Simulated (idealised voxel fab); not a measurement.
Process module name: voxel trench capacitor
Square cells of 5 nm make up the cross-section cut, whose width is 295 nm.
In what follows, cross-sections appear as grids of square cells, described through bands that run from the top down, where every band is one or more rows of cells.
First you get the band's top height and its bottom height, in nm, and then the materials it's made of, left to right, with each width in nm. If you see a single material with "full width", that one covers the band edge to edge. "air" is empty space.
Height is counted from the level 0, under which the received wafer is composed throughout of one material. The lowest of the bands is not closed at the bottom but continues downward, in the notation "0 -> down".
The two numbers in a width such as "30..40" mark its ends across the band: the first belongs to the top row of cells, the second to the bottom row, and from each row to the next the width moves by the same amount.
What does "nothing changed" mean for a step? It means no cell of the cross-section changed in that step.
For the entry "Completely enclosed voids", the listed items are empty spaces with no open way to the top whose size is 8 cells or more; each item follows the pattern width x height at distance, where distance is from the left edge and all three are in nm.
Heads up: the bit after the settings on a step's line is the simulator's remark on that step.
Each step line may optionally specify "overlay nm", which for a step with a mask gives the rightward distance between the mask's planned place and where it lay, a negative value indicating the leftward direction.
# plan
1. RECEIVE, material Si
2. CONFORMAL_DEP, material SiN, thk nm 5
3. MASKED_ETCH, tone open, mask id TRENCH, width nm 20, pitch nm 50, etch materials SiN, depth nm 5, overlay nm -15
4. MASKED_ETCH, tone open, mask id TRENCH, width nm 20, pitch nm 50, etch materials Si, depth nm 30, overlay nm 0
5. CONFORMAL_DEP, material SiO2, thk nm 5
6. FILL_DEP, material polySi, thk nm 10
7. CMP, height nm 5
varied across the wafers: overlay nm of step 3. The plan shows the first wafer's value. All wafers start alike
# Cross-section: the first of several wafers in its as-received state, i.e. following step 1
    0 -> down | Si full width
    Completely enclosed voids: none
# The first of several wafers, seen in cross-section after the module's last step, step 7
    5 -> 0 | SiN: 70 | SiO2: 20 | SiN: 30 | SiO2: 20 | SiN: 30 | SiO2: 20 | SiN: 105
    0 -> -30 | Si: 85 | SiO2: 5 | Si: 45 | SiO2: 5 | Si: 45 | SiO2: 5 | Si: 105
    -30 -> down | Si full width
    Completely enclosed voids: none
# Cross-section of the final wafer among several, taken at the end of the module
    5 -> 0 | SiN: 100 | SiO2: 20 | SiN: 30 | SiO2: 20 | SiN: 30 | SiO2: 20 | SiN: 75
    0 -> -30 | Si: 100 | SiO2: 5 | Si: 45 | SiO2: 5 | Si: 45 | SiO2: 5 | Si: 90
    -30 -> down | Si full width
    Completely enclosed voids: none
# The following table contains a row per wafer, in which are reported, at the conclusion of the module, the cells of each material gained (+) or lost (-) since the wafer's receipt, with its closed voids given thereafter
overlay nm -15, -18 Si, +47 SiN, +30 SiO2, Completely enclosed voids: none
overlay nm -10, -36 Si, +47 SiN, +48 SiO2, Completely enclosed voids: none
overlay nm -5, -54 Si, +47 SiN, +48 SiO2, +18 polySi, Completely enclosed voids: none
overlay nm 0, -72 Si, +47 SiN, +48 SiO2, +36 polySi, Completely enclosed voids: none
overlay nm 5, -54 Si, +47 SiN, +48 SiO2, +18 polySi, Completely enclosed voids: none
overlay nm 10, -36 Si, +47 SiN, +48 SiO2, Completely enclosed voids: none
overlay nm 15, -18 Si, +47 SiN, +30 SiO2, Completely enclosed voids: none
